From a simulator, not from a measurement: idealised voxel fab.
Herein follows the process module entitled voxel transistor to metal.
The figure presents cross-section cut, which has a width of 260 nm and is divided into square cells with an edge length of 5 nm.
In this document a cross-section is written as a grid of square cells. It is given as a series of bands, listed from the top down, and a band is one or more rows of cells. Within each band entry, the heights of the top and of the bottom of the band appear first, in that order and in nm; the materials of the band then follow from left to right, each with its corresponding width in nm. The designation "edge to edge" on a single material indicates that it fills the band from edge to edge; the designation "empty" indicates empty space. Counting heights begins at 0, where everything beneath is, in the wafer as received, one material. The lowest band has no bottom; it goes on downwards, as "0 -> down" shows. The width entry "30 to 40" should be interpreted row by row: the top row of cells in the band takes the first number, the bottom row takes the second number, and the change between adjacent rows is uniform throughout. "no alterations made", as given for a step, is the statement that not any cell of the cross-section underwent a change during that step. "Enclosed empty spaces" lists enclosed empty spaces (at least 8 cells, no open path upward to the top), each as width x height at distance from the left edge, in nm. Read whatever lies past the settings on a step's line as the simulator's own remark about the step. Regarding "overlay nm": on a step with a mask, it is the distance the mask lay to the right of its planned place; a negative value places it to the left. Each pair below shows a cross-section before one step and the cross-section after it, down to the lowest band that changed. The line under each pair gives the step between them, with its settings. The pairs can come from different runs of this module on the same starting wafer, so a pair continues from the pair above only where its "Snapshot before" says so.

**Snapshot before**
* 0 -> down: Si edge to edge
* Enclosed empty spaces: none

**Post-Step Cross-Section**
* 0 -> -5: SiO2 edge to edge
* Everything below -5 is unchanged.
* Enclosed empty spaces: none
The process step bridging the two cross-sections above: OXIDIZE [depth nm 5]

Snapshot before: taken from the pair above, after panel.

**Post-Step Cross-Section**
* 10 -> 0: SiN edge to edge
* Everything below 0 is unchanged.
* Enclosed empty spaces: none
The process step bridging the two cross-sections above: CONFORMAL_DEP [material SiN] [thk nm 10]

Snapshot before: taken from the pair above, after panel.

**Post-Step Cross-Section**
* 25 -> 10: empty 15 nm, resist 105 nm, empty 20 nm, resist 105 nm, empty 15 nm
* Everything below 10 is unchanged.
* Enclosed empty spaces: none
The process step bridging the two cross-sections above: PATTERN [tone cover] [mask id ACTIVE] [material resist] [width nm 105] [pitch nm 125] [thk nm 15] [overlay nm 0]

Snapshot before: taken from the pair above, after panel.

**Post-Step Cross-Section**
* 25 -> 10: empty 15 nm, resist 105 nm, empty 20 nm, resist 105 nm, empty 15 nm
* 10 -> 0: empty 15 nm, SiN 105 nm, empty 20 nm, SiN 105 nm, empty 15 nm
* Everything below 0 is unchanged.
* Enclosed empty spaces: none
The process step bridging the two cross-sections above: DIRECTIONAL_ETCH [etch materials SiN] [depth nm 10]

Snapshot before: taken from the pair above, after panel.

**Post-Step Cross-Section**
* 25 -> 10: empty 15 nm, resist 105 nm, empty 20 nm, resist 105 nm, empty 15 nm
* 10 -> 0: empty 15 nm, SiN 105 nm, empty 20 nm, SiN 105 nm, empty 15 nm
* 0 -> -5: empty 15 nm, SiO2 105 nm, empty 20 nm, SiO2 105 nm, empty 15 nm
* Everything below -5 is unchanged.
* Enclosed empty spaces: none
The process step bridging the two cross-sections above: DIRECTIONAL_ETCH [etch materials SiO2] [depth nm 5]

Snapshot before: taken from the pair above, after panel.

**Post-Step Cross-Section**
* 25 -> 10: empty 15 nm, resist 105 nm, empty 20 nm, resist 105 nm, empty 15 nm
* 10 -> 0: empty 15 nm, SiN 105 nm, empty 20 nm, SiN 105 nm, empty 15 nm
* 0 -> -5: empty 15 nm, SiO2 105 nm, empty 20 nm, SiO2 105 nm, empty 15 nm
* -5 -> -35: empty 15 nm, Si 105 nm, empty 20 nm, Si 105 nm, empty 15 nm
* Everything below -35 is unchanged.
* Enclosed empty spaces: none
The process step bridging the two cross-sections above: DIRECTIONAL_ETCH [etch materials Si] [depth nm 30]

Snapshot before: taken from the pair above, after panel.

**Post-Step Cross-Section**
* 10 -> 0: empty 15 nm, SiN 105 nm, empty 20 nm, SiN 105 nm, empty 15 nm
* Everything below 0 is unchanged.
* Enclosed empty spaces: none
The process step bridging the two cross-sections above: STRIP [etch materials resist]

Snapshot before: taken from the pair above, after panel.

**Post-Step Cross-Section**
* 10 -> 0: empty 15 nm, SiN 105 nm, empty 20 nm, SiN 105 nm, empty 15 nm
* 0 -> -5: empty 15 nm, SiO2 105 nm, empty 20 nm, SiO2 105 nm, empty 15 nm
* -5 -> -35: empty 15 nm, SiO2 5 nm, Si 95 nm, SiO2 5 nm, empty 20 nm, SiO2 5 nm, Si 95 nm, SiO2 5 nm, empty 15 nm
* -35 -> -40: SiO2 20 nm, Si 95 nm, SiO2 30 nm, Si 95 nm, SiO2 20 nm
* Everything below -40 is unchanged.
* Enclosed empty spaces: none
The process step bridging the two cross-sections above: OXIDIZE [depth nm 5]

Snapshot before: taken from the pair above, after panel.

**Post-Step Cross-Section**
* 25 -> 10: SiO2 edge to edge
* 10 -> 0: SiO2 15 nm, SiN 105 nm, SiO2 20 nm, SiN 105 nm, SiO2 15 nm
* 0 -> -5: SiO2 edge to edge
* -5 -> -40: SiO2 20 nm, Si 95 nm, SiO2 30 nm, Si 95 nm, SiO2 20 nm
* Everything below -40 is unchanged.
* Enclosed empty spaces: none
The process step bridging the two cross-sections above: FILL_DEP [material SiO2] [thk nm 15]

Snapshot before: taken from the pair above, after panel.

**Post-Step Cross-Section**
* 10 -> 0: SiO2 15 nm, SiN 105 nm, SiO2 20 nm, SiN 105 nm, SiO2 15 nm
* Everything below 0 is unchanged.
* Enclosed empty spaces: none
The process step bridging the two cross-sections above: CMP [height nm 10]

Snapshot before: taken from the pair above, after panel.

**Post-Step Cross-Section**
* 10 -> 5: empty 15 nm, SiN 105 nm, empty 20 nm, SiN 105 nm, empty 15 nm
* Everything below 5 is unchanged.
* Enclosed empty spaces: none
The process step bridging the two cross-sections above: SELECTIVE_ETCH [etch materials SiO2] [depth nm 5]

Snapshot before: taken from the pair above, after panel.

**Post-Step Cross-Section**
* 5 -> 0: SiO2 15 nm, empty 105 nm, SiO2 20 nm, empty 105 nm, SiO2 15 nm
* Everything below 0 is unchanged.
* Enclosed empty spaces: none
The process step bridging the two cross-sections above: STRIP [etch materials SiN]

Snapshot before: taken from the pair above, after panel.

**Post-Step Cross-Section**
* 0 -> -5: SiO2 10 nm, empty 115 nm, SiO2 10 nm, empty 115 nm, SiO2 10 nm
* Everything below -5 is unchanged.
* Enclosed empty spaces: none
The process step bridging the two cross-sections above: SELECTIVE_ETCH [etch materials SiO2] [depth nm 5]

Snapshot before: taken from the pair above, after panel.

**Post-Step Cross-Section**
* 0 -> -5: SiO2 10 nm, empty 115 nm, SiO2 10 nm, empty 115 nm, SiO2 10 nm
* -5 -> -10: SiO2 edge to edge
* Everything below -10 is unchanged.
* Enclosed empty spaces: none
The process step bridging the two cross-sections above: OXIDIZE [depth nm 5]

Snapshot before: taken from the pair above, after panel.

**Post-Step Cross-Section**
* 30 -> 25: polySi 10 nm, empty 115 nm, polySi 10 nm, empty 115 nm, polySi 10 nm
* 25 -> 0: polySi edge to edge
* 0 -> -5: SiO2 10 nm, polySi 115 nm, SiO2 10 nm, polySi 115 nm, SiO2 10 nm
* Everything below -5 is unchanged.
* Enclosed empty spaces: none
The process step bridging the two cross-sections above: DIRECTIONAL_DEP [material polySi] [thk nm 30]

Snapshot before: taken from the pair above, after panel.

**Post-Step Cross-Section**
* 40 -> 35: SiCN 10 nm, empty 115 nm, SiCN 10 nm, empty 115 nm, SiCN 10 nm
* 35 -> 30: SiCN edge to edge
* 30 -> 25: polySi 10 nm, SiCN 115 nm, polySi 10 nm, SiCN 115 nm, polySi 10 nm
* Everything below 25 is unchanged.
* Enclosed empty spaces: none
The process step bridging the two cross-sections above: DIRECTIONAL_DEP [material SiCN] [thk nm 10]

Snapshot before: taken from the pair above, after panel.

**Post-Step Cross-Section**
* 35 -> 30: empty 60 nm, SiCN 15 nm, empty 110 nm, SiCN 15 nm, empty 60 nm
* 30 -> 25: polySi 10 nm, empty 50 nm, SiCN 15 nm, empty 50 nm, polySi 10 nm, empty 50 nm, SiCN 15 nm, empty 50 nm, polySi 10 nm
* Everything below 25 is unchanged.
* Enclosed empty spaces: none
The process step bridging the two cross-sections above: MASKED_ETCH [tone cover] [mask id GATE] [width nm 15] [pitch nm 125] [etch materials SiCN] [depth nm 20] [overlay nm 0]

Snapshot before: taken from the pair above, after panel.

**Post-Step Cross-Section**
* 35 -> 25: empty 60 nm, SiCN 15 nm, empty 110 nm, SiCN 15 nm, empty 60 nm
* 25 -> 0: empty 60 nm, polySi 15 nm, empty 110 nm, polySi 15 nm, empty 60 nm
* 0 -> -5: SiO2 10 nm, empty 50 nm, polySi 15 nm, empty 50 nm, SiO2 10 nm, empty 50 nm, polySi 15 nm, empty 50 nm, SiO2 10 nm
* Everything below -5 is unchanged.
* Enclosed empty spaces: none
The process step bridging the two cross-sections above: MASKED_ETCH [tone cover] [mask id GATE] [width nm 15] [pitch nm 125] [etch materials polySi] [depth nm 40] [overlay nm 0]

Snapshot before: taken from the pair above, after panel.

**Post-Step Cross-Section**
* 40 -> 35: empty 55 nm, SiO2 25 nm, empty 100 nm, SiO2 25 nm, empty 55 nm
* 35 -> 25: empty 55 nm, SiO2 5 nm, SiCN 15 nm, SiO2 5 nm, empty 100 nm, SiO2 5 nm, SiCN 15 nm, SiO2 5 nm, empty 55 nm
* 25 -> 5: empty 55 nm, SiO2 5 nm, polySi 15 nm, SiO2 5 nm, empty 100 nm, SiO2 5 nm, polySi 15 nm, SiO2 5 nm, empty 55 nm
* 5 -> 0: SiO2 15 nm, empty 40 nm, SiO2 5 nm, polySi 15 nm, SiO2 5 nm, empty 40 nm, SiO2 20 nm, empty 40 nm, SiO2 5 nm, polySi 15 nm, SiO2 5 nm, empty 40 nm, SiO2 15 nm
* 0 -> -5: SiO2 60 nm, polySi 15 nm, SiO2 110 nm, polySi 15 nm, SiO2 60 nm
* Everything below -5 is unchanged.
* Enclosed empty spaces: none
The process step bridging the two cross-sections above: CONFORMAL_DEP [material SiO2] [thk nm 5]

Snapshot before: taken from the pair above, after panel.

**Post-Step Cross-Section**
* 35 -> 25: empty 55 nm, SiO2 5 nm, SiCN 15 nm, SiO2 5 nm, empty 100 nm, SiO2 5 nm, SiCN 15 nm, SiO2 5 nm, empty 55 nm
* 25 -> 0: empty 55 nm, SiO2 5 nm, polySi 15 nm, SiO2 5 nm, empty 100 nm, SiO2 5 nm, polySi 15 nm, SiO2 5 nm, empty 55 nm
* 0 -> -5: SiO2 15 nm, empty 40 nm, SiO2 5 nm, polySi 15 nm, SiO2 5 nm, empty 40 nm, SiO2 20 nm, empty 40 nm, SiO2 5 nm, polySi 15 nm, SiO2 5 nm, empty 40 nm, SiO2 15 nm
* Everything below -5 is unchanged.
* Enclosed empty spaces: none
The process step bridging the two cross-sections above: DIRECTIONAL_ETCH [etch materials SiO2] [depth nm 5]

Snapshot before: taken from the pair above, after panel.

**Post-Step Cross-Section**
* 45 -> 35: empty 45 nm, SiN 45 nm, empty 80 nm, SiN 45 nm, empty 45 nm
* 35 -> 25: empty 45 nm, SiN 10 nm, SiO2 5 nm, SiCN 15 nm, SiO2 5 nm, SiN 10 nm, empty 80 nm, SiN 10 nm, SiO2 5 nm, SiCN 15 nm, SiO2 5 nm, SiN 10 nm, empty 45 nm
* 25 -> 10: empty 45 nm, SiN 10 nm, SiO2 5 nm, polySi 15 nm, SiO2 5 nm, SiN 10 nm, empty 80 nm, SiN 10 nm, SiO2 5 nm, polySi 15 nm, SiO2 5 nm, SiN 10 nm, empty 45 nm
* 10 -> 5: SiN 25 nm, empty 20 nm, SiN 10 nm, SiO2 5 nm, polySi 15 nm, SiO2 5 nm, SiN 10 nm, empty 20 nm, SiN 40 nm, empty 20 nm, SiN 10 nm, SiO2 5 nm, polySi 15 nm, SiO2 5 nm, SiN 10 nm, empty 20 nm, SiN 25 nm
* 5 -> 0: SiN 55 nm, SiO2 5 nm, polySi 15 nm, SiO2 5 nm, SiN 100 nm, SiO2 5 nm, polySi 15 nm, SiO2 5 nm, SiN 55 nm
* 0 -> -5: SiO2 15 nm, SiN 40 nm, SiO2 5 nm, polySi 15 nm, SiO2 5 nm, SiN 40 nm, SiO2 20 nm, SiN 40 nm, SiO2 5 nm, polySi 15 nm, SiO2 5 nm, SiN 40 nm, SiO2 15 nm
* Everything below -5 is unchanged.
* Enclosed empty spaces: none
The process step bridging the two cross-sections above: CONFORMAL_DEP [material SiN] [thk nm 10]

Snapshot before: taken from the pair above, after panel.

**Post-Step Cross-Section**
* 35 -> 25: empty 45 nm, SiN 10 nm, SiO2 5 nm, SiCN 15 nm, SiO2 5 nm, SiN 10 nm, empty 80 nm, SiN 10 nm, SiO2 5 nm, SiCN 15 nm, SiO2 5 nm, SiN 10 nm, empty 45 nm
* 25 -> 0: empty 45 nm, SiN 10 nm, SiO2 5 nm, polySi 15 nm, SiO2 5 nm, SiN 10 nm, empty 80 nm, SiN 10 nm, SiO2 5 nm, polySi 15 nm, SiO2 5 nm, SiN 10 nm, empty 45 nm
* 0 -> -5: SiO2 15 nm, SiN 10 nm, empty 20 nm, SiN 10 nm, SiO2 5 nm, polySi 15 nm, SiO2 5 nm, SiN 10 nm, empty 20 nm, SiN 10 nm, SiO2 20 nm, SiN 10 nm, empty 20 nm, SiN 10 nm, SiO2 5 nm, polySi 15 nm, SiO2 5 nm, SiN 10 nm, empty 20 nm, SiN 10 nm, SiO2 15 nm
* Everything below -5 is unchanged.
* Enclosed empty spaces: none
The process step bridging the two cross-sections above: DIRECTIONAL_ETCH [etch materials SiN] [depth nm 10]

Snapshot before: taken from the pair above, after panel.

**Post-Step Cross-Section**
* 35 -> 30: empty 45 nm, SiN 10 nm, empty 5 nm, SiCN 15 nm, empty 5 nm, SiN 10 nm, empty 80 nm, SiN 10 nm, empty 5 nm, SiCN 15 nm, empty 5 nm, SiN 10 nm, empty 45 nm
* 30 -> 25: empty 45 nm, SiN 10 nm, SiO2 5 nm, SiCN 15 nm, SiO2 5 nm, SiN 10 nm, empty 80 nm, SiN 10 nm, SiO2 5 nm, SiCN 15 nm, SiO2 5 nm, SiN 10 nm, empty 45 nm
* 25 -> 0: empty 45 nm, SiN 10 nm, SiO2 5 nm, polySi 15 nm, SiO2 5 nm, SiN 10 nm, empty 80 nm, SiN 10 nm, SiO2 5 nm, polySi 15 nm, SiO2 5 nm, SiN 10 nm, empty 45 nm
* 0 -> -5: empty 15 nm, SiN 10 nm, empty 20 nm, SiN 10 nm, SiO2 5 nm, polySi 15 nm, SiO2 5 nm, SiN 10 nm, empty 20 nm, SiN 10 nm, empty 20 nm, SiN 10 nm, empty 20 nm, SiN 10 nm, SiO2 5 nm, polySi 15 nm, SiO2 5 nm, SiN 10 nm, empty 20 nm, SiN 10 nm, empty 15 nm
* -5 -> -10: SiO2 25 nm, empty 20 nm, SiO2 45 nm, empty 20 nm, SiO2 40 nm, empty 20 nm, SiO2 45 nm, empty 20 nm, SiO2 25 nm
* Everything below -10 is unchanged.
* Enclosed empty spaces: none
The process step bridging the two cross-sections above: DIRECTIONAL_ETCH [etch materials SiO2] [depth nm 5]

Snapshot before: taken from the pair above, after panel.

**Post-Step Cross-Section**
* 35 -> 30: empty 45 nm, SiN 10 nm, empty 5 nm, SiCN 15 nm, empty 5 nm, SiN 10 nm, empty 80 nm, SiN 10 nm, empty 5 nm, SiCN 15 nm, empty 5 nm, SiN 10 nm, empty 45 nm
* 30 -> 25: empty 45 nm, SiN 10 nm, SiO2 5 nm, SiCN 15 nm, SiO2 5 nm, SiN 10 nm, empty 80 nm, SiN 10 nm, SiO2 5 nm, SiCN 15 nm, SiO2 5 nm, SiN 10 nm, empty 45 nm
* 25 -> 0: empty 45 nm, SiN 10 nm, SiO2 5 nm, polySi 15 nm, SiO2 5 nm, SiN 10 nm, empty 80 nm, SiN 10 nm, SiO2 5 nm, polySi 15 nm, SiO2 5 nm, SiN 10 nm, empty 45 nm
* 0 -> -5: empty 15 nm, SiN 10 nm, empty 20 nm, SiN 10 nm, SiO2 5 nm, polySi 15 nm, SiO2 5 nm, SiN 10 nm, empty 20 nm, SiN 10 nm, empty 20 nm, SiN 10 nm, empty 20 nm, SiN 10 nm, SiO2 5 nm, polySi 15 nm, SiO2 5 nm, SiN 10 nm, empty 20 nm, SiN 10 nm, empty 15 nm
* -5 -> -10: SiO2 25 nm, SiGe 20 nm, SiO2 45 nm, SiGe 20 nm, SiO2 40 nm, SiGe 20 nm, SiO2 45 nm, SiGe 20 nm, SiO2 25 nm
* Everything below -10 is unchanged.
* Enclosed empty spaces: none
The process step bridging the two cross-sections above: EPI [material SiGe] [thk nm 5]

Snapshot before: taken from the pair above, after panel.

**Post-Step Cross-Section**
* 45 -> 35: SiO2 edge to edge
* 35 -> 25: SiO2 45 nm, SiN 10 nm, SiO2 5 nm, SiCN 15 nm, SiO2 5 nm, SiN 10 nm, SiO2 80 nm, SiN 10 nm, SiO2 5 nm, SiCN 15 nm, SiO2 5 nm, SiN 10 nm, SiO2 45 nm
* 25 -> 0: SiO2 45 nm, SiN 10 nm, SiO2 5 nm, polySi 15 nm, SiO2 5 nm, SiN 10 nm, SiO2 80 nm, SiN 10 nm, SiO2 5 nm, polySi 15 nm, SiO2 5 nm, SiN 10 nm, SiO2 45 nm
* 0 -> -5: SiO2 15 nm, SiN 10 nm, SiO2 20 nm, SiN 10 nm, SiO2 5 nm, polySi 15 nm, SiO2 5 nm, SiN 10 nm, SiO2 20 nm, SiN 10 nm, SiO2 20 nm, SiN 10 nm, SiO2 20 nm, SiN 10 nm, SiO2 5 nm, polySi 15 nm, SiO2 5 nm, SiN 10 nm, SiO2 20 nm, SiN 10 nm, SiO2 15 nm
* Everything below -5 is unchanged.
* Enclosed empty spaces: none
The process step bridging the two cross-sections above: FILL_DEP [material SiO2] [thk nm 10]

Snapshot before: taken from the pair above, after panel.

**Post-Step Cross-Section**
* 35 -> 25: SiO2 45 nm, SiN 10 nm, SiO2 5 nm, SiCN 15 nm, SiO2 5 nm, SiN 10 nm, SiO2 80 nm, SiN 10 nm, SiO2 5 nm, SiCN 15 nm, SiO2 5 nm, SiN 10 nm, SiO2 45 nm
* Everything below 25 is unchanged.
* Enclosed empty spaces: none
The process step bridging the two cross-sections above: CMP [height nm 35]

Snapshot before: taken from the pair above, after panel.

**Post-Step Cross-Section**
* 50 -> 35: SiO2 edge to edge
* Everything below 35 is unchanged.
* Enclosed empty spaces: none
The process step bridging the two cross-sections above: DIRECTIONAL_DEP [material SiO2] [thk nm 15]

Snapshot before: taken from the pair above, after panel.

**Post-Step Cross-Section**
* 65 -> 50: resist 25 nm, empty 20 nm, resist 45 nm, empty 20 nm, resist 40 nm, empty 20 nm, resist 45 nm, empty 20 nm, resist 25 nm
* Everything below 50 is unchanged.
* Enclosed empty spaces: none
The process step bridging the two cross-sections above: PATTERN [tone open] [mask id CONTACT] [material resist] [width nm 20] [thk nm 15] [overlay nm 0]

Snapshot before: taken from the pair above, after panel.

**Post-Step Cross-Section**
* 65 -> 50: resist 25 nm, empty 20 nm, resist 45 nm, empty 20 nm, resist 40 nm, empty 20 nm, resist 45 nm, empty 20 nm, resist 25 nm
* 50 -> 35: SiO2 25 nm, empty 20 nm, SiO2 45 nm, empty 20 nm, SiO2 40 nm, empty 20 nm, SiO2 45 nm, empty 20 nm, SiO2 25 nm
* 35 -> 25: SiO2 25 nm, empty 20 nm, SiN 10 nm, SiO2 5 nm, SiCN 15 nm, SiO2 5 nm, SiN 10 nm, empty 20 nm, SiO2 40 nm, empty 20 nm, SiN 10 nm, SiO2 5 nm, SiCN 15 nm, SiO2 5 nm, SiN 10 nm, empty 20 nm, SiO2 25 nm
* 25 -> 0: SiO2 25 nm, empty 20 nm, SiN 10 nm, SiO2 5 nm, polySi 15 nm, SiO2 5 nm, SiN 10 nm, empty 20 nm, SiO2 40 nm, empty 20 nm, SiN 10 nm, SiO2 5 nm, polySi 15 nm, SiO2 5 nm, SiN 10 nm, empty 20 nm, SiO2 25 nm
* 0 -> -5: SiO2 15 nm, SiN 10 nm, empty 20 nm, SiN 10 nm, SiO2 5 nm, polySi 15 nm, SiO2 5 nm, SiN 10 nm, empty 20 nm, SiN 10 nm, SiO2 20 nm, SiN 10 nm, empty 20 nm, SiN 10 nm, SiO2 5 nm, polySi 15 nm, SiO2 5 nm, SiN 10 nm, empty 20 nm, SiN 10 nm, SiO2 15 nm
* Everything below -5 is unchanged.
* Enclosed empty spaces: none
The process step bridging the two cross-sections above: DIRECTIONAL_ETCH [etch materials SiO2] [depth nm 55]

Snapshot before: taken from the pair above, after panel.

**Post-Step Cross-Section**
* 50 -> 35: SiO2 25 nm, empty 20 nm, SiO2 45 nm, empty 20 nm, SiO2 40 nm, empty 20 nm, SiO2 45 nm, empty 20 nm, SiO2 25 nm
* Everything below 35 is unchanged.
* Enclosed empty spaces: none
The process step bridging the two cross-sections above: STRIP [etch materials resist]

Snapshot before: taken from the pair above, after panel.

**Post-Step Cross-Section**
* 55 -> 50: TiN 30 nm, empty 10 nm, TiN 55 nm, empty 10 nm, TiN 50 nm, empty 10 nm, TiN 55 nm, empty 10 nm, TiN 30 nm
* 50 -> 35: SiO2 25 nm, TiN 5 nm, empty 10 nm, TiN 5 nm, SiO2 45 nm, TiN 5 nm, empty 10 nm, TiN 5 nm, SiO2 40 nm, TiN 5 nm, empty 10 nm, TiN 5 nm, SiO2 45 nm, TiN 5 nm, empty 10 nm, TiN 5 nm, SiO2 25 nm
* 35 -> 25: SiO2 25 nm, TiN 5 nm, empty 10 nm, TiN 5 nm, SiN 10 nm, SiO2 5 nm, SiCN 15 nm, SiO2 5 nm, SiN 10 nm, TiN 5 nm, empty 10 nm, TiN 5 nm, SiO2 40 nm, TiN 5 nm, empty 10 nm, TiN 5 nm, SiN 10 nm, SiO2 5 nm, SiCN 15 nm, SiO2 5 nm, SiN 10 nm, TiN 5 nm, empty 10 nm, TiN 5 nm, SiO2 25 nm
* 25 -> 0: SiO2 25 nm, TiN 5 nm, empty 10 nm, TiN 5 nm, SiN 10 nm, SiO2 5 nm, polySi 15 nm, SiO2 5 nm, SiN 10 nm, TiN 5 nm, empty 10 nm, TiN 5 nm, SiO2 40 nm, TiN 5 nm, empty 10 nm, TiN 5 nm, SiN 10 nm, SiO2 5 nm, polySi 15 nm, SiO2 5 nm, SiN 10 nm, TiN 5 nm, empty 10 nm, TiN 5 nm, SiO2 25 nm
* 0 -> -5: SiO2 15 nm, SiN 10 nm, TiN 20 nm, SiN 10 nm, SiO2 5 nm, polySi 15 nm, SiO2 5 nm, SiN 10 nm, TiN 20 nm, SiN 10 nm, SiO2 20 nm, SiN 10 nm, TiN 20 nm, SiN 10 nm, SiO2 5 nm, polySi 15 nm, SiO2 5 nm, SiN 10 nm, TiN 20 nm, SiN 10 nm, SiO2 15 nm
* Everything below -5 is unchanged.
* Enclosed empty spaces: none
The process step bridging the two cross-sections above: CONFORMAL_DEP [material TiN] [thk nm 5]

Snapshot before: taken from the pair above, after panel.

**Post-Step Cross-Section**
* 60 -> 55: Ru edge to edge
* 55 -> 50: TiN 30 nm, Ru 10 nm, TiN 55 nm, Ru 10 nm, TiN 50 nm, Ru 10 nm, TiN 55 nm, Ru 10 nm, TiN 30 nm
* 50 -> 35: SiO2 25 nm, TiN 5 nm, Ru 10 nm, TiN 5 nm, SiO2 45 nm, TiN 5 nm, Ru 10 nm, TiN 5 nm, SiO2 40 nm, TiN 5 nm, Ru 10 nm, TiN 5 nm, SiO2 45 nm, TiN 5 nm, Ru 10 nm, TiN 5 nm, SiO2 25 nm
* 35 -> 25: SiO2 25 nm, TiN 5 nm, Ru 10 nm, TiN 5 nm, SiN 10 nm, SiO2 5 nm, SiCN 15 nm, SiO2 5 nm, SiN 10 nm, TiN 5 nm, Ru 10 nm, TiN 5 nm, SiO2 40 nm, TiN 5 nm, Ru 10 nm, TiN 5 nm, SiN 10 nm, SiO2 5 nm, SiCN 15 nm, SiO2 5 nm, SiN 10 nm, TiN 5 nm, Ru 10 nm, TiN 5 nm, SiO2 25 nm
* 25 -> 0: SiO2 25 nm, TiN 5 nm, Ru 10 nm, TiN 5 nm, SiN 10 nm, SiO2 5 nm, polySi 15 nm, SiO2 5 nm, SiN 10 nm, TiN 5 nm, Ru 10 nm, TiN 5 nm, SiO2 40 nm, TiN 5 nm, Ru 10 nm, TiN 5 nm, SiN 10 nm, SiO2 5 nm, polySi 15 nm, SiO2 5 nm, SiN 10 nm, TiN 5 nm, Ru 10 nm, TiN 5 nm, SiO2 25 nm
* Everything below 0 is unchanged.
* Enclosed empty spaces: none
The process step bridging the two cross-sections above: FILL_DEP [material Ru] [thk nm 5]

Snapshot before: taken from the pair above, after panel.

**Post-Step Cross-Section**
* 50 -> 35: SiO2 25 nm, TiN 5 nm, Ru 10 nm, TiN 5 nm, SiO2 45 nm, TiN 5 nm, Ru 10 nm, TiN 5 nm, SiO2 40 nm, TiN 5 nm, Ru 10 nm, TiN 5 nm, SiO2 45 nm, TiN 5 nm, Ru 10 nm, TiN 5 nm, SiO2 25 nm
* Everything below 35 is unchanged.
* Enclosed empty spaces: none
The process step bridging the two cross-sections above: CMP [height nm 50]

Snapshot before: taken from the pair above, after panel.

**Post-Step Cross-Section**
* 55 -> 50: SiCN edge to edge
* Everything below 50 is unchanged.
* Enclosed empty spaces: none
The process step bridging the two cross-sections above: CONFORMAL_DEP [material SiCN] [thk nm 5]

Snapshot before: taken from the pair above, after panel.

**Post-Step Cross-Section**
* 70 -> 55: lowk edge to edge
* Everything below 55 is unchanged.
* Enclosed empty spaces: none
The process step bridging the two cross-sections above: DIRECTIONAL_DEP [material lowk] [thk nm 15]

Snapshot before: taken from the pair above, after panel.

**Post-Step Cross-Section**
* 70 -> 55: lowk 25 nm, empty 20 nm, lowk 45 nm, empty 20 nm, lowk 40 nm, empty 20 nm, lowk 45 nm, empty 20 nm, lowk 25 nm
* Everything below 55 is unchanged.
* Enclosed empty spaces: none
The process step bridging the two cross-sections above: MASKED_ETCH [tone open] [mask id METAL_1] [width nm 20] [etch materials lowk] [depth nm 15] [overlay nm 0]

Snapshot before: taken from the pair above, after panel.

**Post-Step Cross-Section**
* 70 -> 55: lowk 25 nm, empty 20 nm, lowk 45 nm, empty 20 nm, lowk 40 nm, empty 20 nm, lowk 45 nm, empty 20 nm, lowk 25 nm
* 55 -> 50: SiCN 25 nm, empty 20 nm, SiCN 45 nm, empty 20 nm, SiCN 40 nm, empty 20 nm, SiCN 45 nm, empty 20 nm, SiCN 25 nm
* Everything below 50 is unchanged.
* Enclosed empty spaces: none
The process step bridging the two cross-sections above: MASKED_ETCH [tone open] [mask id METAL_1] [width nm 20] [etch materials SiCN] [depth nm 5] [overlay nm 0]

Snapshot before: taken from the pair above, after panel.

**Post-Step Cross-Section**
* 75 -> 70: TiN 30 nm, empty 10 nm, TiN 55 nm, empty 10 nm, TiN 50 nm, empty 10 nm, TiN 55 nm, empty 10 nm, TiN 30 nm
* 70 -> 55: lowk 25 nm, TiN 5 nm, empty 10 nm, TiN 5 nm, lowk 45 nm, TiN 5 nm, empty 10 nm, TiN 5 nm, lowk 40 nm, TiN 5 nm, empty 10 nm, TiN 5 nm, lowk 45 nm, TiN 5 nm, empty 10 nm, TiN 5 nm, lowk 25 nm
* 55 -> 50: SiCN 25 nm, TiN 20 nm, SiCN 45 nm, TiN 20 nm, SiCN 40 nm, TiN 20 nm, SiCN 45 nm, TiN 20 nm, SiCN 25 nm
* Everything below 50 is unchanged.
* Enclosed empty spaces: none
The process step bridging the two cross-sections above: CONFORMAL_DEP [material TiN] [thk nm 5]

Snapshot before: taken from the pair above, after panel.

**Post-Step Cross-Section**
* 85 -> 75: W edge to edge
* 75 -> 70: TiN 30 nm, W 10 nm, TiN 55 nm, W 10 nm, TiN 50 nm, W 10 nm, TiN 55 nm, W 10 nm, TiN 30 nm
* 70 -> 55: lowk 25 nm, TiN 5 nm, W 10 nm, TiN 5 nm, lowk 45 nm, TiN 5 nm, W 10 nm, TiN 5 nm, lowk 40 nm, TiN 5 nm, W 10 nm, TiN 5 nm, lowk 45 nm, TiN 5 nm, W 10 nm, TiN 5 nm, lowk 25 nm
* Everything below 55 is unchanged.
* Enclosed empty spaces: none
The process step bridging the two cross-sections above: FILL_DEP [material W] [thk nm 10]

Snapshot before: taken from the pair above, after panel.

**Post-Step Cross-Section**
* 70 -> 55: lowk 25 nm, TiN 5 nm, W 10 nm, TiN 5 nm, lowk 45 nm, TiN 5 nm, W 10 nm, TiN 5 nm, lowk 40 nm, TiN 5 nm, W 10 nm, TiN 5 nm, lowk 45 nm, TiN 5 nm, W 10 nm, TiN 5 nm, lowk 25 nm
* Everything below 55 is unchanged.
* Enclosed empty spaces: none
The process step bridging the two cross-sections above: CMP [height nm 70]

Snapshot before: taken from the pair above, after panel.

**Post-Step Cross-Section**
* 75 -> 70: SiCN edge to edge
* Everything below 70 is unchanged.
* Enclosed empty spaces: none
The process step bridging the two cross-sections above: CONFORMAL_DEP [material SiCN] [thk nm 5]

Snapshot before: taken from the pair above, after panel.

**Post-Step Cross-Section**
* 110 -> 75: SiO2 edge to edge
* Everything below 75 is unchanged.
* Enclosed empty spaces: none
The process step bridging the two cross-sections above: DIRECTIONAL_DEP [material SiO2] [thk nm 35]

Snapshot before: taken from the pair above, after panel.

**Post-Step Cross-Section**
* 120 -> 110: aC edge to edge
* Everything below 110 is unchanged.
* Enclosed empty spaces: none
The process step bridging the two cross-sections above: DIRECTIONAL_DEP [material aC] [thk nm 10]

Snapshot before: taken from the pair above, after panel.

**Post-Step Cross-Section**
* 150 -> 120: resist 25 nm, empty 15 nm, resist 110 nm, empty 15 nm, resist 95 nm
* Everything below 120 is unchanged.
* Enclosed empty spaces: none
The process step bridging the two cross-sections above: PATTERN [tone open] [mask id METAL_2_HOLES] [material resist] [width nm 15] [pitch nm 125] [thk nm 30] [overlay nm 0]

Snapshot before: taken from the pair above, after panel.

**Post-Step Cross-Section**
* 140 -> 120: resist 25 nm, empty 15 nm, resist 110 nm, empty 15 nm, resist 95 nm
* 120 -> 110: aC 25 nm, empty 15 nm, aC 110 nm, empty 15 nm, aC 95 nm
* Everything below 110 is unchanged.
* Enclosed empty spaces: none
The process step bridging the two cross-sections above: DIRECTIONAL_ETCH [etch materials aC] [depth nm 10]
